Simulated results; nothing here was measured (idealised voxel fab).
Name of the process module below: voxel wiring stack
Cross-section cut spans 260 nm and uses square cells 5 nm in size.
When this document writes out a cross-section, it uses a grid of square cells and lists it as bands, beginning at the top and moving down, with a band standing for one or more rows of cells. Per band: top height and bottom height in nm, followed by the left-to-right materials and their widths in nm; "everywhere" marks a single material spanning edge to edge, "air" marks empty space. Measure heights from 0. That's the level where, below it, the as-received wafer is all one material. The lowest band is bottomless and extends downward; write it as in "from 0 down". When a width is written as two numbers, as in "30->40", the first number is the width in the top row of cells of the band and the second is the width in its bottom row, and the width changes by the same amount from each row to the next. Take "no modification" at face value: in the step it is given for, the cross-section changed in none of its cells. Voids not open to the top, 8 cells minimum: see "Fully closed voids". Written width x height at distance; distance is from the left edge; nm. Formally, on a step line, whatever follows the settings is a remark that the simulator itself makes on the step. The setting "overlay nm" may be written on the line of a step. When the step uses a mask, the value reports how far to the right of the planned place the mask lay, and a negative value reports that it lay to the left.
# List of planned process steps
1 RECEIVE [material Si]
2 CONFORMAL_DEP [material SiO2] [thk nm 15]
3 CONFORMAL_DEP [material SiN] [thk nm 5]
4 DIRECTIONAL_DEP [material SiO2] [thk nm 20]
5 PATTERN [tone open] [mask id METAL_1] [material resist] [width nm 30] [pitch nm 60] [thk nm 20] [overlay nm 0]
6 DIRECTIONAL_ETCH [etch materials SiO2] [depth nm 20]
7 DIRECTIONAL_ETCH [etch materials SiN] [depth nm 5]
8 STRIP [etch materials resist]
9 CONFORMAL_DEP [material TiN] [thk nm 5]
10 FILL_DEP [material Cu] [thk nm 5]
11 CMP [height nm 40]
12 CONFORMAL_DEP [material SiCN] [thk nm 5]
13 DIRECTIONAL_DEP [material lowk] [thk nm 30]
14 PATTERN [tone open] [mask id METAL_2_HOLES] [material resist] [width nm 15] [pitch nm 120] [thk nm 20] [overlay nm 0]
15 DIRECTIONAL_ETCH [etch materials lowk] [depth nm 30]
16 STRIP [etch materials resist]
17 DIRECTIONAL_DEP [material aC] [thk nm 15]
18 PATTERN [tone open] [mask id METAL_2] [material resist] [width nm 30] [pitch nm 60] [thk nm 35] [overlay nm 0]
19 DIRECTIONAL_ETCH [etch materials aC] [depth nm 15]
20 STRIP [etch materials resist]
21 DIRECTIONAL_ETCH [etch materials lowk] [depth nm 15]
22 DIRECTIONAL_ETCH [etch materials SiCN] [depth nm 5]
23 STRIP [etch materials aC]
24 CONFORMAL_DEP [material TiN] [thk nm 5]
25 FILL_DEP [material Cu] [thk nm 5]
26 CMP [height nm 75]
27 CONFORMAL_DEP [material SiCN] [thk nm 5]
28 DIRECTIONAL_DEP [material SiO2] [thk nm 20]
29 PATTERN [tone open] [mask id PLUG_2] [material resist] [width nm 15] [pitch nm 60] [thk nm 15] [overlay nm 0]
30 DIRECTIONAL_ETCH [etch materials SiO2] [depth nm 20]
31 DIRECTIONAL_ETCH [etch materials SiCN] [depth nm 5]
32 STRIP [etch materials resist]
33 CONFORMAL_DEP [material TiN] [thk nm 5]
34 FILL_DEP [material Cu] [thk nm 10]
35 CMP [height nm 100]
36 DIRECTIONAL_DEP [material TiN] [thk nm 5]
37 DIRECTIONAL_DEP [material W] [thk nm 25]
38 MASKED_ETCH [tone cover] [mask id METAL_3] [width nm 30] [pitch nm 60] [etch materials W] [depth nm 25] [overlay nm 0]
39 MASKED_ETCH [tone cover] [mask id METAL_3] [width nm 30] [pitch nm 60] [etch materials TiN] [depth nm 5] [overlay nm 0]
40 CONFORMAL_DEP [material SiCN] [thk nm 5]
41 FILL_DEP [material SiO2] [thk nm 10]
42 CMP [height nm 130]
43 CONFORMAL_DEP [material SiCN] [thk nm 5]
44 DIRECTIONAL_DEP [material lowk] [thk nm 20]
45 MASKED_ETCH [tone open] [mask id PLUG_3] [width nm 15] [pitch nm 120] [etch materials lowk] [depth nm 20] [overlay nm 0]
46 MASKED_ETCH [tone open] [mask id PLUG_3] [width nm 15] [pitch nm 120] [etch materials SiCN] [depth nm 5] [overlay nm 0]
47 EPI [material Ru] [thk nm 10]
48 EPI [material Ru] [thk nm 10]
49 EPI [material Ru] [thk nm 5]
50 CONFORMAL_DEP [material SiCN] [thk nm 5]
51 DIRECTIONAL_DEP [material SiO2] [thk nm 25]
52 PATTERN [tone open] [mask id METAL_4] [material resist] [width nm 30] [pitch nm 60] [thk nm 20] [overlay nm 0]
53 DIRECTIONAL_ETCH [etch materials SiO2] [depth nm 25]
54 DIRECTIONAL_ETCH [etch materials SiCN] [depth nm 5]
55 STRIP [etch materials resist]
56 CONFORMAL_DEP [material TiN] [thk nm 5]
57 FILL_DEP [material W] [thk nm 5]
58 CMP [height nm 185]
59 EPI [material Ru] [thk nm 5]
60 FILL_DEP [material SiCN] [thk nm 5]
# Incoming wafer in cross-section (state: after step 1)
	from 0 down | Si everywhere
	Fully closed voids: none
# Looking at the first of two wafers in cross-section at end of module - ran to plan
	from 195 to 190 | SiCN everywhere
	from 190 to 185 | SiCN: 50  Ru: 40  SiCN: 20  Ru: 40  SiCN: 20  Ru: 40  SiCN: 50
	from 185 to 160 | SiO2: 55  TiN: 5  W: 20  TiN: 5  SiO2: 30  TiN: 5  W: 20  TiN: 5  SiO2: 30  TiN: 5  W: 20  TiN: 5  SiO2: 55
	from 160 to 155 | SiCN: 55  TiN: 30  SiCN: 30  TiN: 30  SiCN: 30  TiN: 30  SiCN: 55
	from 155 to 135 | lowk: 55  Ru: 15  lowk: 105  Ru: 15  lowk: 70
	from 135 to 130 | SiCN: 55  Ru: 15  SiCN: 105  Ru: 15  SiCN: 70
	from 130 to 105 | SiO2: 50  SiCN: 5  W: 30  SiCN: 5  SiO2: 20  SiCN: 5  W: 30  SiCN: 5  SiO2: 20  SiCN: 5  W: 30  SiCN: 5  SiO2: 50
	from 105 to 100 | SiCN: 55  TiN: 30  SiCN: 30  TiN: 30  SiCN: 30  TiN: 30  SiCN: 55
	from 100 to 80 | SiO2: 55  TiN: 5  Cu: 5  TiN: 5  SiO2: 45  TiN: 5  Cu: 5  TiN: 5  SiO2: 45  TiN: 5  Cu: 5  TiN: 5  SiO2: 70
	from 80 to 75 | SiCN: 55  TiN: 15  SiCN: 45  TiN: 15  SiCN: 45  TiN: 15  SiCN: 70
	from 75 to 65 | lowk: 55  TiN: 5  Cu: 20  TiN: 5  lowk: 30  TiN: 5  Cu: 20  TiN: 5  lowk: 30  TiN: 5  Cu: 20  TiN: 5  lowk: 55
	from 65 to 60 | lowk: 55  TiN: 5  Cu: 5  TiN: 20  lowk: 30  TiN: 30  lowk: 30  TiN: 5  Cu: 5  TiN: 20  lowk: 55
	from 60 to 45 | lowk: 55  TiN: 5  Cu: 5  TiN: 5  lowk: 105  TiN: 5  Cu: 5  TiN: 5  lowk: 70
	from 45 to 40 | SiCN: 55  TiN: 15  SiCN: 105  TiN: 15  SiCN: 70
	from 40 to 20 | SiO2: 55  TiN: 5  Cu: 20  TiN: 5  SiO2: 30  TiN: 5  Cu: 20  TiN: 5  SiO2: 30  TiN: 5  Cu: 20  TiN: 5  SiO2: 55
	from 20 to 15 | SiN: 55  TiN: 30  SiN: 30  TiN: 30  SiN: 30  TiN: 30  SiN: 55
	from 15 to 0 | SiO2 everywhere
	from 0 down | Si everywhere
	Fully closed voids: none
# Cross-sectional view of the second of two wafers upon completion of the module. This wafer shared its starting condition and process plan with the first; one error was made during its execution
	from 195 to 190 | SiCN everywhere
	from 190 to 185 | SiCN: 50  Ru: 40  SiCN: 20  Ru: 40  SiCN: 20  Ru: 40  SiCN: 50
	from 185 to 160 | SiO2: 55  TiN: 5  W: 20  TiN: 5  SiO2: 30  TiN: 5  W: 20  TiN: 5  SiO2: 30  TiN: 5  W: 20  TiN: 5  SiO2: 55
	from 160 to 155 | SiCN: 55  TiN: 30  SiCN: 30  TiN: 30  SiCN: 30  TiN: 30  SiCN: 55
	from 155 to 135 | lowk: 55  Ru: 20  lowk: 100  Ru: 20  lowk: 65
	from 135 to 130 | SiCN: 55  Ru: 15  SiCN: 105  Ru: 15  SiCN: 70
	from 130 to 105 | SiO2: 50  SiCN: 5  W: 30  SiCN: 5  SiO2: 20  SiCN: 5  W: 30  SiCN: 5  SiO2: 20  SiCN: 5  W: 30  SiCN: 5  SiO2: 50
	from 105 to 100 | SiCN: 55  TiN: 30  SiCN: 30  TiN: 30  SiCN: 30  TiN: 30  SiCN: 55
	from 100 to 80 | SiO2: 55  TiN: 5  Cu: 5  TiN: 5  SiO2: 45  TiN: 5  Cu: 5  TiN: 5  SiO2: 45  TiN: 5  Cu: 5  TiN: 5  SiO2: 70
	from 80 to 75 | SiCN: 55  TiN: 15  SiCN: 45  TiN: 15  SiCN: 45  TiN: 15  SiCN: 70
	from 75 to 65 | lowk: 55  TiN: 5  Cu: 20  TiN: 5  lowk: 30  TiN: 5  Cu: 20  TiN: 5  lowk: 30  TiN: 5  Cu: 20  TiN: 5  lowk: 55
	from 65 to 60 | lowk: 55  TiN: 5  Cu: 5  TiN: 20  lowk: 30  TiN: 30  lowk: 30  TiN: 5  Cu: 5  TiN: 20  lowk: 55
	from 60 to 45 | lowk: 55  TiN: 5  Cu: 5  TiN: 5  lowk: 105  TiN: 5  Cu: 5  TiN: 5  lowk: 70
	from 45 to 40 | SiCN: 55  TiN: 15  SiCN: 105  TiN: 15  SiCN: 70
	from 40 to 20 | SiO2: 55  TiN: 5  Cu: 20  TiN: 5  SiO2: 30  TiN: 5  Cu: 20  TiN: 5  SiO2: 30  TiN: 5  Cu: 20  TiN: 5  SiO2: 55
	from 20 to 15 | SiN: 55  TiN: 30  SiN: 30  TiN: 30  SiN: 30  TiN: 30  SiN: 55
	from 15 to 0 | SiO2 everywhere
	from 0 down | Si everywhere
	Fully closed voids: none
Where did the run depart from the plan? off-plan run, step 45, actual operation and settings MASKED_ETCH [tone open] [mask id PLUG_3] [width nm 20] [pitch nm 120] [etch materials lowk] [depth nm 20] [overlay nm 0]
Final difference in cells, second wafer against first, listed per material as more or fewer: Ru: 8 more | lowk: 8 fewer
